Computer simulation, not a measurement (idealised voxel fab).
process module | voxel transistor to metal
cross-section cut | 190 nm wide | cells 5 nm
A cross-section is a grid of square cells, given in bands from the top down. A band is one or more rows of cells.
Each band's line starts with the height of the band's top and of its bottom, in nm. Then come its materials from left to right, each with its width in nm. One material with "throughout" fills the band from edge to edge. "air" is empty space.
Height 0 is the level under which the wafer as received is all one material. The lowest band goes on downwards, as in "0 down".
A width such as "30 to 40" changes by the same amount from each row of cells to the next, from the band's top row to its bottom row.
"no change" after a step means that no cell of the cross-section changed.
closed voids: empty space of 8 cells or more with no open way to the top, each as width x height at its distance from the left edge, in nm
after a step's settings: what the simulator itself notes on the step
overlay nm, on a step with a mask: how far to the right of its planned place the mask lay; to the left if negative
plan
1 op RECEIVE | material Si
2 op OXIDIZE | depth nm 5
3 op CONFORMAL_DEP | material SiN | thk nm 15
4 op PATTERN | tone cover | mask id ACTIVE | material resist | width nm 115 | thk nm 20 | overlay nm 0
5 op DIRECTIONAL_ETCH | etch materials SiN | depth nm 15
6 op DIRECTIONAL_ETCH | etch materials SiO2 | depth nm 5
7 op DIRECTIONAL_ETCH | etch materials Si | depth nm 30
8 op STRIP | etch materials resist
9 op FILL_DEP | material SiO2 | thk nm 10
10 op CMP | height nm 15
11 op SELECTIVE_ETCH | etch materials SiO2 | depth nm 15
12 op STRIP | etch materials SiN
13 op SELECTIVE_ETCH | etch materials SiO2 | depth nm 5
14 op OXIDIZE | depth nm 5
15 op DIRECTIONAL_DEP | material polySi | thk nm 25
16 op DIRECTIONAL_DEP | material SiCN | thk nm 10
17 op MASKED_ETCH | tone cover | mask id GATE | width nm 25 | etch materials SiCN | depth nm 20 | overlay nm 0
18 op MASKED_ETCH | tone cover | mask id GATE | width nm 25 | etch materials polySi | depth nm 35 | overlay nm 0
19 op CONFORMAL_DEP | material SiO2 | thk nm 5
20 op DIRECTIONAL_ETCH | etch materials SiO2 | depth nm 5
21 op CONFORMAL_DEP | material SiN | thk nm 10
22 op DIRECTIONAL_ETCH | etch materials SiN | depth nm 10
23 op DIRECTIONAL_ETCH | etch materials SiO2 | depth nm 5
24 op EPI | material pSi | thk nm 5
25 op FILL_DEP | material SiO2 | thk nm 10
26 op CMP | height nm 20
27 op STRIP | etch materials polySi
28 op SELECTIVE_ETCH | etch materials SiO2 | depth nm 5
29 op CONFORMAL_DEP | material HfO2 | thk nm 5
30 op CONFORMAL_DEP | material TiN | thk nm 5
31 op FILL_DEP | material W | thk nm 10
32 op CMP | height nm 15
33 op DIRECTIONAL_DEP | material SiO2 | thk nm 15
34 op PATTERN | tone open | mask id CONTACT | material resist | width nm 15 | pitch nm 80 | thk nm 15 | overlay nm 0
35 op DIRECTIONAL_ETCH | etch materials SiO2 | depth nm 35
36 op STRIP | etch materials resist
37 op CONFORMAL_DEP | material TiN | thk nm 5
38 op FILL_DEP | material Ru | thk nm 10
39 op CMP | height nm 30
40 op DIRECTIONAL_DEP | material TiN | thk nm 5
41 op DIRECTIONAL_DEP | material W | thk nm 15
42 op MASKED_ETCH | tone cover | mask id METAL_1 | width nm 15 | pitch nm 80 | etch materials W | depth nm 15 | overlay nm 0
43 op MASKED_ETCH | tone cover | mask id METAL_1 | width nm 15 | pitch nm 80 | etch materials TiN | depth nm 5 | overlay nm 0
44 op CONFORMAL_DEP | material SiCN | thk nm 5
45 op FILL_DEP | material lowk | thk nm 5
46 op CMP | height nm 50
47 op CONFORMAL_DEP | material SiCN | thk nm 5
48 op DIRECTIONAL_DEP | material SiO2 | thk nm 30
49 op DIRECTIONAL_DEP | material aC | thk nm 15
50 op PATTERN | tone open | mask id METAL_2 | material resist | width nm 15 | pitch nm 80 | thk nm 30 | overlay nm 0
51 op DIRECTIONAL_ETCH | etch materials aC | depth nm 15
52 op STRIP | etch materials resist
53 op DIRECTIONAL_ETCH | etch materials SiO2 | depth nm 15
54 op STRIP | etch materials aC
55 op PATTERN | tone open | mask id METAL_2_HOLES | material resist | width nm 15 | pitch nm 80 | thk nm 15 | overlay nm 0
56 op DIRECTIONAL_ETCH | etch materials SiO2 | depth nm 15
57 op DIRECTIONAL_ETCH | etch materials SiCN | depth nm 5
58 op STRIP | etch materials resist
59 op CONFORMAL_DEP | material TiN | thk nm 5
60 op FILL_DEP | material Cu | thk nm 5
61 op CMP | height nm 85
62 op CONFORMAL_DEP | material SiN | thk nm 5
as received, after step 1
  0 down: Si throughout
  closed voids: none
a wafer at the end: this start, this plan, one mistake
  90 to 85: SiN throughout
  85 to 55: SiO2 45 | TiN 5 | Cu 5 | TiN 5 | SiO2 65 | TiN 5 | Cu 5 | TiN 5 | SiO2 50
  55 to 50: SiCN 45 | TiN 15 | SiCN 65 | TiN 15 | SiCN 50
  50 to 35: lowk 40 | SiCN 5 | W 15 | SiCN 5 | lowk 55 | SiCN 5 | W 15 | SiCN 5 | lowk 45
  35 to 30: SiCN 45 | TiN 15 | SiCN 65 | TiN 15 | SiCN 50
  30 to 25: W 55 | TiN 30 | W 15 | TiN 30 | W 60
  25 to 20: TiN 60 | HfO2 20 | TiN 5 | W 15 | TiN 5 | HfO2 20 | TiN 65
  20 to 15: HfO2 65 | SiN 10 | HfO2 5 | TiN 5 | W 15 | TiN 5 | HfO2 5 | SiN 10 | HfO2 70
  15 to 0: SiO2 65 | SiN 10 | HfO2 5 | TiN 5 | W 15 | TiN 5 | HfO2 5 | SiN 10 | SiO2 70
  0 to -5: SiO2 65 | SiN 10 | HfO2 5 | TiN 25 | HfO2 5 | SiN 10 | SiO2 70
  -5 to -10: SiO2 30 | pSi 35 | SiO2 10 | HfO2 35 | SiO2 10 | pSi 35 | SiO2 35
  -10 to -35: SiO2 35 | Si 115 | SiO2 40
  -35 down: Si throughout
  closed voids: none
what went wrong: step 32 was left out
